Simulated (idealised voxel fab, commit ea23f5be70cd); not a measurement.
Proc. module: voxel ribs on slabs
Displayed cross-section: cut, width of 275 nm, square cells sized 5 nm.
When this document writes out a cross-section, it uses a grid of square cells and lists it as bands, beginning at the top and moving down, with a band standing for one or more rows of cells. Heights first: top, then bottom, in nm. Then materials, left to right, each with a width in nm. "full width" on a single material: fills the band edge to edge. "air": empty space. Ref level 0: as-received wafer is one material below here. Bottom band extends down with no lower bound ("0 down"). A width given as "30->40" starts at the first number in the band's top row and ends at the second number in its bottom row, shifting by an equal amount at every step from row to row. Key: "identical to before" - step with no changed cell in the cross-section. For the entry "Closed void register", the listed items are empty spaces with no open way to the top whose size is 8 cells or more; each item follows the pattern width x height at distance, where distance is from the left edge and all three are in nm. Whatever follows a step's settings on its line is a remark the simulator itself makes about that step. A step line may carry the setting "overlay nm", which, for steps involving a mask, states the distance by which the mask lay to the right of its intended position; negative values denote displacement to the left.

## plan
- 1: RECEIVE with material Si
- 2: DIRECTIONAL_DEP with material SiO2, thk nm 20
- 3: DIRECTIONAL_DEP with material SiN, thk nm 20
- 4: MASKED_ETCH with tone cover, mask id RIB, width nm 25, etch materials SiN, depth nm 5, overlay nm 0
- 5: MASKED_ETCH with tone cover, mask id SLAB, width nm 55, etch materials SiN, depth nm 10, overlay nm 0
- 6: FILL_DEP with material SiO2, thk nm 25
- 7: CMP with height nm 60
- 8: DIRECTIONAL_DEP with material TiN, thk nm 5
- 9: PATTERN with tone cover, mask id HEATER, material resist, width nm 35, thk nm 20, overlay nm 0
- 10: DIRECTIONAL_ETCH with etch materials TiN, depth nm 5
- 11: STRIP with etch materials resist
- 12: CONFORMAL_DEP with material SiN, thk nm 10
Don't read the plan's depth nm for step 4 as applying to every wafer: that's the first wafer's value, and the wafers differ in it, though they all start identical.

## first wafer as received, after step 1
  0 down = Si full width
  Closed void register: none

## wafer rows; end of module; cells per material since receipt: (+) gained, (-) lost; then closed voids
depth nm 5 | +196 SiN | +578 SiO2 | +7 TiN | Closed void register: none
depth nm 10 | +146 SiN | +628 SiO2 | +7 TiN | Closed void register: none
depth nm 15 | +140 SiN | +634 SiO2 | +7 TiN | Closed void register: none
depth nm 20 | +134 SiN | +640 SiO2 | +7 TiN | Closed void register: none
depth nm 25 | +134 SiN | +640 SiO2 | +7 TiN | Closed void register: none
